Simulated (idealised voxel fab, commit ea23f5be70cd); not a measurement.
This section sets out a process module, namely voxel trench capacitor.
Square cells of 5 nm make up the cross-section cut, whose width is 225 nm.
Cross-section spec: square-cell grid; bands listed top down; each band is one or more rows.
Band: top height; bottom height; in nm. Then, left to right: material with width in nm, for each material. "edge to edge": a single material spanning edge to edge. "empty": empty space.
For the purposes of this specification, 0 denotes the height below which the wafer in its as-received condition is composed wholly of one material, and the lowermost band, lacking a lower limit, extends downward without end, as expressed in "z 0 and below".
Graded width ("30 to 40"): value in top row of band = first number; value in bottom row = second number; row-to-row change constant.
The cross-section has no changed cell in any step marked "remained unchanged".
Closed-off voids of 8+ cells (no open route to the top) go in "Enclosed void inventory", written width x height at distance from the left edge, in nm.
Past the settings on a step's line: simulator remark, on that step.
"overlay nm" denotes, for a step that has a mask, the displacement of the mask to the right of its planned place, with negative values corresponding to the left.

### This section lists the process steps that were planned
1: RECEIVE with material Si
2: CONFORMAL_DEP with material SiN, thk nm 5
3: PATTERN with tone open, mask id TRENCH, material resist, width nm 25, pitch nm 50, thk nm 20, overlay nm 0
4: DIRECTIONAL_ETCH with etch materials SiN, depth nm 5
5: DIRECTIONAL_ETCH with etch materials Si, depth nm 35
6: STRIP with etch materials resist
7: CONFORMAL_DEP with material Al2O3, thk nm 5
8: FILL_DEP with material polySi, thk nm 5
9: CMP with height nm 5

### Incoming wafer in cross-section (state: after step 1)
z 0 and below: Si edge to edge
Enclosed void inventory: none

### Cross-sectional view of the first of the two wafers upon completion of the module, processed in accordance with the plan
z 5 to 0: 50 nm SiN  5 nm Al2O3  15 nm polySi  5 nm Al2O3  25 nm SiN  5 nm Al2O3  15 nm polySi  5 nm Al2O3  25 nm SiN  5 nm Al2O3  15 nm polySi  5 nm Al2O3  50 nm SiN
z 0 to -30: 50 nm Si  5 nm Al2O3  15 nm polySi  5 nm Al2O3  25 nm Si  5 nm Al2O3  15 nm polySi  5 nm Al2O3  25 nm Si  5 nm Al2O3  15 nm polySi  5 nm Al2O3  50 nm Si
z -30 to -35: 50 nm Si  25 nm Al2O3  25 nm Si  25 nm Al2O3  25 nm Si  25 nm Al2O3  50 nm Si
z -35 and below: Si edge to edge
Enclosed void inventory: none

### Module end: cross-section of wafer two of two. Same start and process plan as the first wafer. One mistake during execution
z 5 to 0: 55 nm SiN  5 nm Al2O3  15 nm polySi  5 nm Al2O3  25 nm SiN  5 nm Al2O3  15 nm polySi  5 nm Al2O3  25 nm SiN  5 nm Al2O3  15 nm polySi  5 nm Al2O3  45 nm SiN
z 0 to -30: 55 nm Si  5 nm Al2O3  15 nm polySi  5 nm Al2O3  25 nm Si  5 nm Al2O3  15 nm polySi  5 nm Al2O3  25 nm Si  5 nm Al2O3  15 nm polySi  5 nm Al2O3  45 nm Si
z -30 to -35: 55 nm Si  25 nm Al2O3  25 nm Si  25 nm Al2O3  25 nm Si  25 nm Al2O3  45 nm Si
z -35 and below: Si edge to edge
Enclosed void inventory: none
So what did we get wrong on this run? step 3 did not use the planned setting and instead ran as PATTERN with tone open, mask id TRENCH, material resist, width nm 25, pitch nm 50, thk nm 20, overlay nm 5
Upon completion, the cell count for each material on the second wafer equals that on the first, whereas the spatial distribution of those cells differs.
